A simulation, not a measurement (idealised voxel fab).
process module | voxel gate over fins
cross-section cut | 195 nm wide | cells 5 nm
A cross-section is a grid of square cells, given in bands from the top down. A band is one or more rows of cells.
Each band's line starts with the height of the band's top and of its bottom, in nm. Then come its materials from left to right, each with its width in nm. One material with "throughout" fills the band from edge to edge. "air" is empty space.
Height 0 is the level under which the wafer as received is all one material. The lowest band goes on downwards, as in "0 down".
A width such as "30 to 40" changes by the same amount from each row of cells to the next, from the band's top row to its bottom row.
"no change" after a step means that no cell of the cross-section changed.
closed voids: empty space of 8 cells or more with no open way to the top, each as width x height at its distance from the left edge, in nm
after a step's settings: what the simulator itself notes on the step
overlay nm, on a step with a mask: how far to the right of its planned place the mask lay; to the left if negative
plan
1 op RECEIVE | material Si
2 op CONFORMAL_DEP | material SiN | thk nm 5
3 op PATTERN | tone cover | mask id FINS | material resist | width nm 15 | pitch nm 40 | thk nm 20 | overlay nm 0
4 op DIRECTIONAL_ETCH | etch materials SiN | depth nm 5
5 op DIRECTIONAL_ETCH | etch materials Si | depth nm 35
6 op STRIP | etch materials resist
7 op OXIDIZE | depth nm 5
8 op FILL_DEP | material SiO2 | thk nm 15
9 op CMP | height nm 5
10 op SELECTIVE_ETCH | etch materials SiO2 | depth nm 20
11 op STRIP | etch materials SiN
12 op CONFORMAL_DEP | material HfO2 | thk nm 5
13 op CONFORMAL_DEP | material TiN | thk nm 5
14 op FILL_DEP | material W | thk nm 15
15 op CMP | height nm 20
16 op CONFORMAL_DEP | material SiCN | thk nm 10
as received, after step 1
  0 down: Si throughout
  closed voids: none
a wafer at the end: this start, this plan, one mistake
  30 to 20: SiCN throughout
  20 to 10: W throughout
  10 to 5: W 60 | TiN 35 | W 5 | TiN 35 | W 60
  5 to 0: W 60 | TiN 5 | HfO2 25 | TiN 5 | W 5 | TiN 5 | HfO2 25 | TiN 5 | W 60
  0 to -5: W 60 | TiN 5 | HfO2 5 | Si 15 | HfO2 5 | TiN 5 | W 5 | TiN 5 | HfO2 5 | Si 15 | HfO2 5 | TiN 5 | W 60
  -5 to -10: TiN 65 | HfO2 5 | Si 15 | HfO2 5 | TiN 15 | HfO2 5 | Si 15 | HfO2 5 | TiN 65
  -10 to -15: HfO2 70 | Si 15 | HfO2 25 | Si 15 | HfO2 70
  -15 to -40: SiO2 70 | Si 15 | SiO2 25 | Si 15 | SiO2 70
  -40 down: Si throughout
  closed voids: none
what went wrong: step 3 ran as: op PATTERN | tone cover | mask id FINS | material resist | width nm 25 | pitch nm 40 | thk nm 20 | overlay nm 0
